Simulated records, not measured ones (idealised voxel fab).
voxel self aligned contacts: a process module
FYI the section here is cut, 180 nm wide, cells are 5 nm squares.
A cross-section is written here as square cells arranged in a grid, and it is given in bands from the top down, each band taking up one or more rows of cells.
What a band's entry tells you: where the top is and where the bottom is, as heights in nm, and after that what lies inside, material by material from left to right, each with its width in nm. Empty space is written as the word "air", and a single material marked with the word "full width" occupies the band from edge to edge.
Heights are expressed relative to 0, this being the level below which the as-received wafer comprises one material exclusively. The lowest band is unbounded in the downward direction and is denoted as in "0 -> down".
With a width like "30 to 40", each row of cells in the band differs from the next by the same amount, the top row carrying the first number and the bottom row the second.
The designation "remained the same", where it is given for a processing step, indicates that no cell of the cross-section was altered in the course of that step.
Voids not open to the top, 8 cells minimum: see "Enclosed voids". Written width x height at distance; distance is from the left edge; nm.
Post-settings text on a step line: simulator's own remark regarding the step.
If you see "overlay nm" on a step's line and that step has a mask, it's telling you how far right of where it was planned the mask ended up; a negative number means it went left instead.
Structure of the following material. The material consists of pairs of cross-sections. Each pair comprises the cross-section before one process step and the cross-section after that step, the latter shown only down to the lowest band that changed. The step between the cross-sections is specified beneath each pair, including its settings. Pairs are not necessarily consecutive: they may derive from different runs of this module performed on the same starting wafer. Continuity with the pair above is to be assumed only where the entry headed "Pre-step section" of the pair in question states it.
## Pre-step section
55 -> 40 | resist: 70 / air: 35 / resist: 75
40 -> 35 | SiO2 full width
35 -> 30 | SiO2: 45 / SiN: 35 / SiO2: 15 / SiN: 35 / SiO2: 50
30 -> 20 | SiN full width
20 -> 0 | polySi full width
0 -> -5 | SiO2 full width
-5 -> down | Si full width
Enclosed voids: none
## Cross-Section After Step
55 -> 40 | resist: 70 / air: 35 / resist: 75
40 -> 35 | SiO2: 70 / air: 35 / SiO2: 75
35 -> 30 | SiO2: 45 / SiN: 35 / air: 15 / SiN: 35 / SiO2: 50
All layers under 30 are left as they were.
Enclosed voids: none
Quick note on the step between the two cross-sections above: DIRECTIONAL_ETCH with etch materials SiO2, depth nm 45
Pre-step section: it's just the after picture from the pair right above this one.
## Cross-Section After Step
40 -> 35 | SiO2: 70 / air: 35 / SiO2: 75
All layers under 35 are left as they were.
Enclosed voids: none
Quick note on the step between the two cross-sections above: STRIP with etch materials resist
Pre-step section: it's just the after picture from the pair right above this one.
## Cross-Section After Step
45 -> 40 | TiN: 75 / air: 25 / TiN: 80
40 -> 35 | SiO2: 70 / TiN: 15 / air: 5 / TiN: 15 / SiO2: 75
35 -> 30 | SiO2: 45 / SiN: 35 / TiN: 15 / SiN: 35 / SiO2: 50
All layers under 30 are left as they were.
Enclosed voids: none
Quick note on the step between the two cross-sections above: CONFORMAL_DEP with material TiN, thk nm 5
Pre-step section: it's just the after picture from the pair right above this one.
## Cross-Section After Step
55 -> 45 | Ru full width
45 -> 40 | TiN: 75 / Ru: 25 / TiN: 80
40 -> 35 | SiO2: 70 / TiN: 15 / Ru: 5 / TiN: 15 / SiO2: 75
All layers under 35 are left as they were.
Enclosed voids: none
Quick note on the step between the two cross-sections above: FILL_DEP with material Ru, thk nm 10
Pre-step section: it's just the after picture from the pair right above this one.
## Cross-Section After Step
40 -> 35 | SiO2: 70 / TiN: 15 / Ru: 5 / TiN: 15 / SiO2: 75
All layers under 35 are left as they were.
Enclosed voids: none
Quick note on the step between the two cross-sections above: CMP with height nm 40
Pre-step section: it's just the after picture from the pair right above this one.
## Cross-Section After Step
45 -> 40 | SiN full width
All layers under 40 are left as they were.
Enclosed voids: none
Quick note on the step between the two cross-sections above: CONFORMAL_DEP with material SiN, thk nm 5
## Pre-step section
45 -> 35 | aC full width
35 -> 20 | SiN full width
20 -> 0 | polySi full width
0 -> -5 | SiO2 full width
-5 -> down | Si full width
Enclosed voids: none
## Cross-Section After Step
70 -> 45 | air: 55 / resist: 15 / air: 35 / resist: 15 / air: 60
All layers under 45 are left as they were.
Enclosed voids: none
Quick note on the step between the two cross-sections above: PATTERN with tone cover, mask id GATE, material resist, width nm 15, pitch nm 50, thk nm 25, overlay nm 0
Pre-step section: it's just the after picture from the pair right above this one.
## Cross-Section After Step
60 -> 45 | air: 55 / resist: 15 / air: 35 / resist: 15 / air: 60
45 -> 35 | air: 55 / aC: 15 / air: 35 / aC: 15 / air: 60
All layers under 35 are left as they were.
Enclosed voids: none
Quick note on the step between the two cross-sections above: DIRECTIONAL_ETCH with etch materials aC, depth nm 10
Pre-step section: it's just the after picture from the pair right above this one.
## Cross-Section After Step
45 -> 35 | air: 55 / aC: 15 / air: 35 / aC: 15 / air: 60
All layers under 35 are left as they were.
Enclosed voids: none
Quick note on the step between the two cross-sections above: STRIP with etch materials resist
Pre-step section: it's just the after picture from the pair right above this one.
## Cross-Section After Step
45 -> 35 | air: 55 / aC: 15 / air: 35 / aC: 15 / air: 60
35 -> 20 | air: 55 / SiN: 15 / air: 35 / SiN: 15 / air: 60
All layers under 20 are left as they were.
Enclosed voids: none
Quick note on the step between the two cross-sections above: DIRECTIONAL_ETCH with etch materials SiN, depth nm 15
Pre-step section: it's just the after picture from the pair right above this one.
## Cross-Section After Step
45 -> 35 | air: 55 / aC: 15 / air: 35 / aC: 15 / air: 60
35 -> 20 | air: 55 / SiN: 15 / air: 35 / SiN: 15 / air: 60
20 -> 0 | air: 55 / polySi: 15 / air: 35 / polySi: 15 / air: 60
All layers under 0 are left as they were.
Enclosed voids: none
Quick note on the step between the two cross-sections above: DIRECTIONAL_ETCH with etch materials polySi, depth nm 20
Pre-step section: it's just the after picture from the pair right above this one.
## Cross-Section After Step
35 -> 20 | air: 55 / SiN: 15 / air: 35 / SiN: 15 / air: 60
All layers under 20 are left as they were.
Enclosed voids: none
Quick note on the step between the two cross-sections above: STRIP with etch materials aC
Pre-step section: it's just the after picture from the pair right above this one.
## Cross-Section After Step
40 -> 20 | air: 50 / SiN: 25 / air: 25 / SiN: 25 / air: 55
20 -> 5 | air: 50 / SiN: 5 / polySi: 15 / SiN: 5 / air: 25 / SiN: 5 / polySi: 15 / SiN: 5 / air: 55
5 -> 0 | SiN: 55 / polySi: 15 / SiN: 35 / polySi: 15 / SiN: 60
All layers under 0 are left as they were.
Enclosed voids: none
Quick note on the step between the two cross-sections above: CONFORMAL_DEP with material SiN, thk nm 5
Pre-step section: it's just the after picture from the pair right above this one.
## Cross-Section After Step
35 -> 20 | air: 50 / SiN: 25 / air: 25 / SiN: 25 / air: 55
20 -> 0 | air: 50 / SiN: 5 / polySi: 15 / SiN: 5 / air: 25 / SiN: 5 / polySi: 15 / SiN: 5 / air: 55
All layers under 0 are left as they were.
Enclosed voids: none
Quick note on the step between the two cross-sections above: DIRECTIONAL_ETCH with etch materials SiN, depth nm 5
Pre-step section: it's just the after picture from the pair right above this one.
## Cross-Section After Step
45 -> 35 | SiO2 full width
35 -> 20 | SiO2: 50 / SiN: 25 / SiO2: 25 / SiN: 25 / SiO2: 55
20 -> 0 | SiO2: 50 / SiN: 5 / polySi: 15 / SiN: 5 / SiO2: 25 / SiN: 5 / polySi: 15 / SiN: 5 / SiO2: 55
All layers under 0 are left as they were.
Enclosed voids: none
Quick note on the step between the two cross-sections above: FILL_DEP with material SiO2, thk nm 10
Pre-step section: it's just the after picture from the pair right above this one.
## Cross-Section After Step
40 -> 35 | SiO2 full width
All layers under 35 are left as they were.
Enclosed voids: none
Quick note on the step between the two cross-sections above: CMP with height nm 40
Pre-step section: it's just the after picture from the pair right above this one.
## Cross-Section After Step
55 -> 40 | resist: 70 / air: 35 / resist: 75
All layers under 40 are left as they were.
Enclosed voids: none
Quick note on the step between the two cross-sections above: PATTERN with tone open, mask id CONTACT, material resist, width nm 35, thk nm 15, overlay nm 0
Pre-step section: it's just the after picture from the pair right above this one.
## Cross-Section After Step
55 -> 40 | resist: 70 / air: 35 / resist: 75
40 -> 35 | SiO2: 70 / air: 35 / SiO2: 75
35 -> 20 | SiO2: 50 / SiN: 25 / air: 25 / SiN: 25 / SiO2: 55
20 -> 0 | SiO2: 50 / SiN: 5 / polySi: 15 / SiN: 5 / air: 25 / SiN: 5 / polySi: 15 / SiN: 5 / SiO2: 55
0 -> -5 | SiO2: 75 / air: 25 / SiO2: 80
All layers under -5 are left as they were.
Enclosed voids: none
Quick note on the step between the two cross-sections above: DIRECTIONAL_ETCH with etch materials SiO2, depth nm 45
Pre-step section: it's just the after picture from the pair right above this one.
## Cross-Section After Step
40 -> 35 | SiO2: 70 / air: 35 / SiO2: 75
All layers under 35 are left as they were.
Enclosed voids: none
Quick note on the step between the two cross-sections above: STRIP with etch materials resist
Pre-step section: it's just the after picture from the pair right above this one.
## Cross-Section After Step
45 -> 40 | TiN: 75 / air: 25 / TiN: 80
40 -> 35 | SiO2: 70 / TiN: 10 / air: 15 / TiN: 10 / SiO2: 75
35 -> 20 | SiO2: 50 / SiN: 25 / TiN: 5 / air: 15 / TiN: 5 / SiN: 25 / SiO2: 55
20 -> 0 | SiO2: 50 / SiN: 5 / polySi: 15 / SiN: 5 / TiN: 5 / air: 15 / TiN: 5 / SiN: 5 / polySi: 15 / SiN: 5 / SiO2: 55
0 -> -5 | SiO2: 75 / TiN: 25 / SiO2: 80
All layers under -5 are left as they were.
Enclosed voids: none
Quick note on the step between the two cross-sections above: CONFORMAL_DEP with material TiN, thk nm 5
Pre-step section: it's just the after picture from the pair right above this one.
## Cross-Section After Step
55 -> 45 | Ru full width
45 -> 40 | TiN: 75 / Ru: 25 / TiN: 80
40 -> 35 | SiO2: 70 / TiN: 10 / Ru: 15 / TiN: 10 / SiO2: 75
35 -> 20 | SiO2: 50 / SiN: 25 / TiN: 5 / Ru: 15 / TiN: 5 / SiN: 25 / SiO2: 55
20 -> 0 | SiO2: 50 / SiN: 5 / polySi: 15 / SiN: 5 / TiN: 5 / Ru: 15 / TiN: 5 / SiN: 5 / polySi: 15 / SiN: 5 / SiO2: 55
All layers under 0 are left as they were.
Enclosed voids: none
Quick note on the step between the two cross-sections above: FILL_DEP with material Ru, thk nm 10
Pre-step section: it's just the after picture from the pair right above this one.
## Cross-Section After Step
40 -> 35 | SiO2: 70 / TiN: 10 / Ru: 15 / TiN: 10 / SiO2: 75
All layers under 35 are left as they were.
Enclosed voids: none
Quick note on the step between the two cross-sections above: CMP with height nm 40
Pre-step section: it's just the after picture from the pair right above this one.
## Cross-Section After Step
45 -> 40 | SiN full width
All layers under 40 are left as they were.
Enclosed voids: none
Quick note on the step between the two cross-sections above: CONFORMAL_DEP with material SiN, thk nm 5
## Pre-step section
40 -> 35 | SiO2 full width
35 -> 20 | SiO2: 45 / SiN: 35 / SiO2: 15 / SiN: 35 / SiO2: 50
20 -> 0 | SiO2: 45 / SiN: 5 / polySi: 25 / SiN: 5 / SiO2: 15 / SiN: 5 / polySi: 25 / SiN: 5 / SiO2: 50
0 -> -5 | SiO2 full width
-5 -> down | Si full width
Enclosed voids: none
## Cross-Section After Step
55 -> 40 | resist: 60 / air: 35 / resist: 85
All layers under 40 are left as they were.
Enclosed voids: none
Quick note on the step between the two cross-sections above: PATTERN with tone open, mask id CONTACT, material resist, width nm 35, thk nm 15, overlay nm -10
Pre-step section: it's just the after picture from the pair right above this one.
## Cross-Section After Step
55 -> 40 | resist: 60 / air: 35 / resist: 85
40 -> 35 | SiO2: 60 / air: 35 / SiO2: 85
35 -> 20 | SiO2: 45 / SiN: 35 / air: 15 / SiN: 35 / SiO2: 50
20 -> 0 | SiO2: 45 / SiN: 5 / polySi: 25 / SiN: 5 / air: 15 / SiN: 5 / polySi: 25 / SiN: 5 / SiO2: 50
0 -> -5 | SiO2: 80 / air: 15 / SiO2: 85
All layers under -5 are left as they were.
Enclosed voids: none
Quick note on the step between the two cross-sections above: DIRECTIONAL_ETCH with etch materials SiO2, depth nm 45
Pre-step section: it's just the after picture from the pair right above this one.
## Cross-Section After Step
40 -> 35 | SiO2: 60 / air: 35 / SiO2: 85
All layers under 35 are left as they were.
Enclosed voids: none
Quick note on the step between the two cross-sections above: STRIP with etch materials resist
Pre-step section: it's just the after picture from the pair right above this one.
## Cross-Section After Step
45 -> 40 | TiN: 65 / air: 25 / TiN: 90
40 -> 35 | SiO2: 60 / TiN: 25 / air: 5 / TiN: 5 / SiO2: 85
35 -> 20 | SiO2: 45 / SiN: 35 / TiN: 5 / air: 5 / TiN: 5 / SiN: 35 / SiO2: 50
20 -> 0 | SiO2: 45 / SiN: 5 / polySi: 25 / SiN: 5 / TiN: 5 / air: 5 / TiN: 5 / SiN: 5 / polySi: 25 / SiN: 5 / SiO2: 50
0 -> -5 | SiO2: 80 / TiN: 15 / SiO2: 85
All layers under -5 are left as they were.
Enclosed voids: none
Quick note on the step between the two cross-sections above: CONFORMAL_DEP with material TiN, thk nm 5
Pre-step section: it's just the after picture from the pair right above this one.
## Cross-Section After Step
55 -> 45 | Ru full width
45 -> 40 | TiN: 65 / Ru: 25 / TiN: 90
40 -> 35 | SiO2: 60 / TiN: 25 / Ru: 5 / TiN: 5 / SiO2: 85
35 -> 20 | SiO2: 45 / SiN: 35 / TiN: 5 / Ru: 5 / TiN: 5 / SiN: 35 / SiO2: 50
20 -> 0 | SiO2: 45 / SiN: 5 / polySi: 25 / SiN: 5 / TiN: 5 / Ru: 5 / TiN: 5 / SiN: 5 / polySi: 25 / SiN: 5 / SiO2: 50
All layers under 0 are left as they were.
Enclosed voids: none
Quick note on the step between the two cross-sections above: FILL_DEP with material Ru, thk nm 10
Pre-step section: it's just the after picture from the pair right above this one.
## Cross-Section After Step
40 -> 35 | SiO2: 60 / TiN: 25 / Ru: 5 / TiN: 5 / SiO2: 85
All layers under 35 are left as they were.
Enclosed voids: none
Quick note on the step between the two cross-sections above: CMP with height nm 40
Pre-step section: it's just the after picture from the pair right above this one.
## Cross-Section After Step
45 -> 40 | SiN full width
All layers under 40 are left as they were.
Enclosed voids: none
Quick note on the step between the two cross-sections above: CONFORMAL_DEP with material SiN, thk nm 5
## Pre-step section
35 -> 20 | SiN full width
20 -> 0 | polySi full width
0 -> -5 | SiO2 full width
-5 -> down | Si full width
Enclosed voids: none
## Cross-Section After Step
45 -> 20 | SiN full width
All layers under 20 are left as they were.
Enclosed voids: none
Quick note on the step between the two cross-sections above: DIRECTIONAL_DEP with material SiN, thk nm 10
Pre-step section: it's just the after picture from the pair right above this one.
## Cross-Section After Step
70 -> 45 | air: 50 / resist: 25 / air: 25 / resist: 25 / air: 55
All layers under 45 are left as they were.
Enclosed voids: none
Quick note on the step between the two cross-sections above: PATTERN with tone cover, mask id GATE, material resist, width nm 25, pitch nm 50, thk nm 25, overlay nm 0
Pre-step section: it's just the after picture from the pair right above this one.
## Cross-Section After Step
60 -> 45 | air: 50 / resist: 25 / air: 25 / resist: 25 / air: 55
All layers under 45 are left as they were.
Enclosed voids: none
Quick note on the step between the two cross-sections above: DIRECTIONAL_ETCH with etch materials aC, depth nm 10
Pre-step section: it's just the after picture from the pair right above this one.
## Cross-Section After Step
45 -> 20 | SiN full width
All layers under 20 are left as they were.
Enclosed voids: none
Quick note on the step between the two cross-sections above: STRIP with etch materials resist
Pre-step section: it's just the after picture from the pair right above this one.
## Cross-Section After Step
30 -> 20 | SiN full width
All layers under 20 are left as they were.
Enclosed voids: none
Quick note on the step between the two cross-sections above: DIRECTIONAL_ETCH with etch materials SiN, depth nm 15
Pre-step section: it's just the after picture from the pair right above this one.
## Cross-Section After Step
35 -> 20 | SiN full width
All layers under 20 are left as they were.
Enclosed voids: none
Quick note on the step between the two cross-sections above: CONFORMAL_DEP with material SiN, thk nm 5
Pre-step section: it's just the after picture from the pair right above this one.
## Cross-Section After Step
30 -> 20 | SiN full width
All layers under 20 are left as they were.
Enclosed voids: none
Quick note on the step between the two cross-sections above: DIRECTIONAL_ETCH with etch materials SiN, depth nm 5
Pre-step section: it's just the after picture from the pair right above this one.
## Cross-Section After Step
40 -> 30 | SiO2 full width
All layers under 30 are left as they were.
Enclosed voids: none
Quick note on the step between the two cross-sections above: FILL_DEP with material SiO2, thk nm 10
Pre-step section: it's just the after picture from the pair right above this one.
## Cross-Section After Step
55 -> 40 | resist: 70 / air: 35 / resist: 75
All layers under 40 are left as they were.
Enclosed voids: none
Quick note on the step between the two cross-sections above: PATTERN with tone open, mask id CONTACT, material resist, width nm 35, thk nm 15, overlay nm 0
Pre-step section: it's just the after picture from the pair right above this one.
## Cross-Section After Step
55 -> 40 | resist: 70 / air: 35 / resist: 75
40 -> 30 | SiO2: 70 / air: 35 / SiO2: 75
All layers under 30 are left as they were.
Enclosed voids: none
Quick note on the step between the two cross-sections above: DIRECTIONAL_ETCH with etch materials SiO2, depth nm 45
Pre-step section: it's just the after picture from the pair right above this one.
## Cross-Section After Step
40 -> 30 | SiO2: 70 / air: 35 / SiO2: 75
All layers under 30 are left as they were.
Enclosed voids: none
Quick note on the step between the two cross-sections above: STRIP with etch materials resist
Pre-step section: it's just the after picture from the pair right above this one.
## Cross-Section After Step
45 -> 40 | TiN: 75 / air: 25 / TiN: 80
40 -> 35 | SiO2: 70 / TiN: 5 / air: 25 / TiN: 5 / SiO2: 75
35 -> 30 | SiO2: 70 / TiN: 35 / SiO2: 75
All layers under 30 are left as they were.
Enclosed voids: none
Quick note on the step between the two cross-sections above: CONFORMAL_DEP with material TiN, thk nm 5
Pre-step section: it's just the after picture from the pair right above this one.
## Cross-Section After Step
55 -> 45 | Ru full width
45 -> 40 | TiN: 75 / Ru: 25 / TiN: 80
40 -> 35 | SiO2: 70 / TiN: 5 / Ru: 25 / TiN: 5 / SiO2: 75
All layers under 35 are left as they were.
Enclosed voids: none
Quick note on the step between the two cross-sections above: FILL_DEP with material Ru, thk nm 10
Pre-step section: it's just the after picture from the pair right above this one.
## Cross-Section After Step
40 -> 35 | SiO2: 70 / TiN: 5 / Ru: 25 / TiN: 5 / SiO2: 75
All layers under 35 are left as they were.
Enclosed voids: none
Quick note on the step between the two cross-sections above: CMP with height nm 40
Pre-step section: it's just the after picture from the pair right above this one.
## Cross-Section After Step
45 -> 40 | SiN full width
All layers under 40 are left as they were.
Enclosed voids: none
Quick note on the step between the two cross-sections above: CONFORMAL_DEP with material SiN, thk nm 5
## Pre-step section
45 -> 35 | aC full width
35 -> 20 | SiN full width
20 -> 0 | polySi full width
0 -> -5 | SiO2 full width
-5 -> down | Si full width
Enclosed voids: none
## Cross-Section After Step
70 -> 45 | resist: 50 / air: 25 / resist: 25 / air: 25 / resist: 55
All layers under 45 are left as they were.
Enclosed voids: none
Quick note on the step between the two cross-sections above: PATTERN with tone open, mask id GATE, material resist, width nm 25, pitch nm 50, thk nm 25, overlay nm 0
Pre-step section: it's just the after picture from the pair right above this one.
## Cross-Section After Step
60 -> 45 | resist: 50 / air: 25 / resist: 25 / air: 25 / resist: 55
45 -> 35 | aC: 50 / air: 25 / aC: 25 / air: 25 / aC: 55
All layers under 35 are left as they were.
Enclosed voids: none
Quick note on the step between the two cross-sections above: DIRECTIONAL_ETCH with etch materials aC, depth nm 10
Pre-step section: it's just the after picture from the pair right above this one.
## Cross-Section After Step
45 -> 35 | aC: 50 / air: 25 / aC: 25 / air: 25 / aC: 55
All layers under 35 are left as they were.
Enclosed voids: none
Quick note on the step between the two cross-sections above: STRIP with etch materials resist
Pre-step section: it's just the after picture from the pair right above this one.
## Cross-Section After Step
45 -> 35 | aC: 50 / air: 25 / aC: 25 / air: 25 / aC: 55
35 -> 20 | SiN: 50 / air: 25 / SiN: 25 / air: 25 / SiN: 55
All layers under 20 are left as they were.
Enclosed voids: none
Quick note on the step between the two cross-sections above: DIRECTIONAL_ETCH with etch materials SiN, depth nm 15
Pre-step section: it's just the after picture from the pair right above this one.
## Cross-Section After Step
45 -> 35 | aC: 50 / air: 25 / aC: 25 / air: 25 / aC: 55
35 -> 20 | SiN: 50 / air: 25 / SiN: 25 / air: 25 / SiN: 55
20 -> 0 | polySi: 50 / air: 25 / polySi: 25 / air: 25 / polySi: 55
All layers under 0 are left as they were.
Enclosed voids: none
Quick note on the step between the two cross-sections above: DIRECTIONAL_ETCH with etch materials polySi, depth nm 20
Pre-step section: it's just the after picture from the pair right above this one.
## Cross-Section After Step
35 -> 20 | SiN: 50 / air: 25 / SiN: 25 / air: 25 / SiN: 55
All layers under 20 are left as they were.
Enclosed voids: none
Quick note on the step between the two cross-sections above: STRIP with etch materials aC
Pre-step section: it's just the after picture from the pair right above this one.
## Cross-Section After Step
40 -> 20 | SiN: 55 / air: 15 / SiN: 35 / air: 15 / SiN: 60
20 -> 5 | polySi: 50 / SiN: 5 / air: 15 / SiN: 5 / polySi: 25 / SiN: 5 / air: 15 / SiN: 5 / polySi: 55
5 -> 0 | polySi: 50 / SiN: 25 / polySi: 25 / SiN: 25 / polySi: 55
All layers under 0 are left as they were.
Enclosed voids: none
Quick note on the step between the two cross-sections above: CONFORMAL_DEP with material SiN, thk nm 5
Pre-step section: it's just the after picture from the pair right above this one.
## Cross-Section After Step
35 -> 20 | SiN: 55 / air: 15 / SiN: 35 / air: 15 / SiN: 60
20 -> 0 | polySi: 50 / SiN: 5 / air: 15 / SiN: 5 / polySi: 25 / SiN: 5 / air: 15 / SiN: 5 / polySi: 55
All layers under 0 are left as they were.
Enclosed voids: none
Quick note on the step between the two cross-sections above: DIRECTIONAL_ETCH with etch materials SiN, depth nm 5
Pre-step section: it's just the after picture from the pair right above this one.
## Cross-Section After Step
45 -> 35 | SiO2 full width
35 -> 20 | SiN: 55 / SiO2: 15 / SiN: 35 / SiO2: 15 / SiN: 60
20 -> 0 | polySi: 50 / SiN: 5 / SiO2: 15 / SiN: 5 / polySi: 25 / SiN: 5 / SiO2: 15 / SiN: 5 / polySi: 55
All layers under 0 are left as they were.
Enclosed voids: none
Quick note on the step between the two cross-sections above: FILL_DEP with material SiO2, thk nm 10
Pre-step section: it's just the after picture from the pair right above this one.
## Cross-Section After Step
40 -> 35 | SiO2 full width
All layers under 35 are left as they were.
Enclosed voids: none
Quick note on the step between the two cross-sections above: CMP with height nm 40
Pre-step section: it's just the after picture from the pair right above this one.
## Cross-Section After Step
55 -> 40 | resist: 70 / air: 35 / resist: 75
All layers under 40 are left as they were.
Enclosed voids: none
Quick note on the step between the two cross-sections above: PATTERN with tone open, mask id CONTACT, material resist, width nm 35, thk nm 15, overlay nm 0
Pre-step section: it's just the after picture from the pair right above this one.
## Cross-Section After Step
55 -> 40 | resist: 70 / air: 35 / resist: 75
40 -> 35 | SiO2: 70 / air: 35 / SiO2: 75
All layers under 35 are left as they were.
Enclosed voids: none
Quick note on the step between the two cross-sections above: DIRECTIONAL_ETCH with etch materials SiO2, depth nm 45
Pre-step section: it's just the after picture from the pair right above this one.
## Cross-Section After Step
40 -> 35 | SiO2: 70 / air: 35 / SiO2: 75
All layers under 35 are left as they were.
Enclosed voids: none
Quick note on the step between the two cross-sections above: STRIP with etch materials resist
Pre-step section: it's just the after picture from the pair right above this one.
## Cross-Section After Step
45 -> 40 | TiN: 75 / air: 25 / TiN: 80
40 -> 35 | SiO2: 70 / TiN: 35 / SiO2: 75
All layers under 35 are left as they were.
Enclosed voids: none
Quick note on the step between the two cross-sections above: CONFORMAL_DEP with material TiN, thk nm 5
Pre-step section: it's just the after picture from the pair right above this one.
## Cross-Section After Step
55 -> 45 | Ru full width
45 -> 40 | TiN: 75 / Ru: 25 / TiN: 80
All layers under 40 are left as they were.
Enclosed voids: none
Quick note on the step between the two cross-sections above: FILL_DEP with material Ru, thk nm 10
Pre-step section: it's just the after picture from the pair right above this one.
## Cross-Section After Step
40 -> 35 | SiO2: 70 / TiN: 35 / SiO2: 75
All layers under 35 are left as they were.
Enclosed voids: none
Quick note on the step between the two cross-sections above: CMP with height nm 40
Pre-step section: it's just the after picture from the pair right above this one.
## Cross-Section After Step
45 -> 40 | SiN full width
All layers under 40 are left as they were.
Enclosed voids: none
Quick note on the step between the two cross-sections above: CONFORMAL_DEP with material SiN, thk nm 5
